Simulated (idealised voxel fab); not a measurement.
This section sets out a process module, namely voxel spacer lines.
For reference, the cross-section in this document is cut, with width 295 nm and square cells of 5 nm.
Each cross-section below is a grid of square cells, stated as bands in top-down order, with one or more rows of cells making up each band. Each band's line starts with the height of the band's top and of its bottom, in nm. Then come its materials from left to right, each with its width in nm. One material with "everywhere" fills the band from edge to edge. "empty" is empty space. Height datum 0, below which the as-received substrate wafer is one material. Lowest band open at the bottom, running downward: "0 and below". Width: "30->40" (first number = top row, second number = bottom row, same change from row to row of cells). What does "nothing changed" mean for a step? It means no cell of the cross-section changed in that step. This entry, "Fully sealed voids", enumerates those empty regions of no fewer than 8 cells that possess no open connection to the top. Each region is reported in the form width x height at distance, the distance being taken from the left edge, with all three quantities expressed in nm. It should be noted that, on the line of a given step, the content following the step's settings is a remark produced by the simulator itself with respect to that step. "overlay nm", when on a step's line for a step with a mask, measures how far to the right of its planned place the mask lay; a negative measure means to the left.

SET OUT BELOW ARE THE PLANNED STEPS OF THE PROCESS
1 RECEIVE [material Si]
2 CONFORMAL_DEP [material Al2O3] [thk nm 10]
3 DIRECTIONAL_DEP [material TiN] [thk nm 10]
4 DIRECTIONAL_DEP [material aC] [thk nm 20]
5 PATTERN [tone cover] [mask id MANDREL] [material resist] [width nm 25] [pitch nm 70] [thk nm 25] [overlay nm 0]
6 DIRECTIONAL_ETCH [etch materials aC] [depth nm 20]
7 STRIP [etch materials resist]
8 CONFORMAL_DEP [material SiO2] [thk nm 10]
9 DIRECTIONAL_ETCH [etch materials SiO2] [depth nm 10]
10 STRIP [etch materials aC]
11 DIRECTIONAL_ETCH [etch materials TiN] [depth nm 10]
12 STRIP [etch materials SiO2]
13 FILL_DEP [material SiO2] [thk nm 5]
14 CMP [height nm 20]

THE FOLLOWING PERTAINS TO THE FIRST OF TWO WAFERS, WHICH WAS PROCESSED AS PLANNED

SHOWN IN CROSS-SECTION IS THE WAFER AS RECEIVED, THAT IS, AS IT STANDS AFTER STEP 1
    0 and below = Si everywhere
    Fully sealed voids: none

CROSS-SECTION: WAFER STATE AFTER STEP 2
    10 down to 0 = Al2O3 everywhere
    At heights below 0, the structure remains unaltered.

CROSS-SECTION: WAFER STATE AFTER STEP 3
    20 down to 10 = TiN everywhere
    At heights below 10, the structure remains unaltered.

CROSS-SECTION: WAFER STATE AFTER STEP 4
    40 down to 20 = aC everywhere
    At heights below 20, the structure remains unaltered.

CROSS-SECTION: WAFER STATE AFTER STEP 5
    65 down to 40 = empty (65) | resist (25) | empty (45) | resist (25) | empty (45) | resist (25) | empty (65)
    At heights below 40, the structure remains unaltered.

CROSS-SECTION: WAFER STATE AFTER STEP 6
    45 down to 40 = empty (65) | resist (25) | empty (45) | resist (25) | empty (45) | resist (25) | empty (65)
    40 down to 20 = empty (65) | aC (25) | empty (45) | aC (25) | empty (45) | aC (25) | empty (65)
    At heights below 20, the structure remains unaltered.

CROSS-SECTION: WAFER STATE AFTER STEP 7
    40 down to 20 = empty (65) | aC (25) | empty (45) | aC (25) | empty (45) | aC (25) | empty (65)
    At heights below 20, the structure remains unaltered.

CROSS-SECTION: WAFER STATE AFTER STEP 8
    50 down to 40 = empty (55) | SiO2 (45) | empty (25) | SiO2 (45) | empty (25) | SiO2 (45) | empty (55)
    40 down to 30 = empty (55) | SiO2 (10) | aC (25) | SiO2 (10) | empty (25) | SiO2 (10) | aC (25) | SiO2 (10) | empty (25) | SiO2 (10) | aC (25) | SiO2 (10) | empty (55)
    30 down to 20 = SiO2 (65) | aC (25) | SiO2 (45) | aC (25) | SiO2 (45) | aC (25) | SiO2 (65)
    At heights below 20, the structure remains unaltered.

CROSS-SECTION: WAFER STATE AFTER STEP 9
    40 down to 20 = empty (55) | SiO2 (10) | aC (25) | SiO2 (10) | empty (25) | SiO2 (10) | aC (25) | SiO2 (10) | empty (25) | SiO2 (10) | aC (25) | SiO2 (10) | empty (55)
    At heights below 20, the structure remains unaltered.

CROSS-SECTION: WAFER STATE AFTER STEP 10
    40 down to 20 = empty (55) | SiO2 (10) | empty (25) | SiO2 (10) | empty (25) | SiO2 (10) | empty (25) | SiO2 (10) | empty (25) | SiO2 (10) | empty (25) | SiO2 (10) | empty (55)
    At heights below 20, the structure remains unaltered.

CROSS-SECTION: WAFER STATE AFTER STEP 11
    40 down to 20 = empty (55) | SiO2 (10) | empty (25) | SiO2 (10) | empty (25) | SiO2 (10) | empty (25) | SiO2 (10) | empty (25) | SiO2 (10) | empty (25) | SiO2 (10) | empty (55)
    20 down to 10 = empty (55) | TiN (10) | empty (25) | TiN (10) | empty (25) | TiN (10) | empty (25) | TiN (10) | empty (25) | TiN (10) | empty (25) | TiN (10) | empty (55)
    At heights below 10, the structure remains unaltered.

CROSS-SECTION: WAFER STATE AFTER STEP 12
    20 down to 10 = empty (55) | TiN (10) | empty (25) | TiN (10) | empty (25) | TiN (10) | empty (25) | TiN (10) | empty (25) | TiN (10) | empty (25) | TiN (10) | empty (55)
    At heights below 10, the structure remains unaltered.

CROSS-SECTION: WAFER STATE AFTER STEP 13
    25 down to 20 = SiO2 everywhere
    20 down to 10 = SiO2 (55) | TiN (10) | SiO2 (25) | TiN (10) | SiO2 (25) | TiN (10) | SiO2 (25) | TiN (10) | SiO2 (25) | TiN (10) | SiO2 (25) | TiN (10) | SiO2 (55)
    At heights below 10, the structure remains unaltered.

CROSS-SECTION: WAFER STATE AFTER STEP 14
    20 down to 10 = SiO2 (55) | TiN (10) | SiO2 (25) | TiN (10) | SiO2 (25) | TiN (10) | SiO2 (25) | TiN (10) | SiO2 (25) | TiN (10) | SiO2 (25) | TiN (10) | SiO2 (55)
    At heights below 10, the structure remains unaltered.

SECOND WAFER - SHARED START AND PLAN WITH THE FIRST - ONE ERROR IN RUNNING - SAME AS THE FIRST UP TO STEP 11 INCLUSIVE

X-section, second wafer, when step 12 was due to finish: nothing changed

X-SECTION, SECOND WAFER, WHEN STEP 13 WAS DUE TO FINISH
    45 down to 20 = SiO2 everywhere
    20 down to 10 = SiO2 (55) | TiN (10) | SiO2 (25) | TiN (10) | SiO2 (25) | TiN (10) | SiO2 (25) | TiN (10) | SiO2 (25) | TiN (10) | SiO2 (25) | TiN (10) | SiO2 (55)
    At heights below 10, the structure remains unaltered.

X-SECTION, SECOND WAFER, WHEN STEP 14 WAS DUE TO FINISH
    20 down to 10 = SiO2 (55) | TiN (10) | SiO2 (25) | TiN (10) | SiO2 (25) | TiN (10) | SiO2 (25) | TiN (10) | SiO2 (25) | TiN (10) | SiO2 (25) | TiN (10) | SiO2 (55)
    At heights below 10, the structure remains unaltered.
The plan and the run diverged here: yeah, step 12 of the plan got skipped, never ran
Honestly, by the end the two wafers have the same cross-section, so the mistake just doesn't show up in what this model computes.
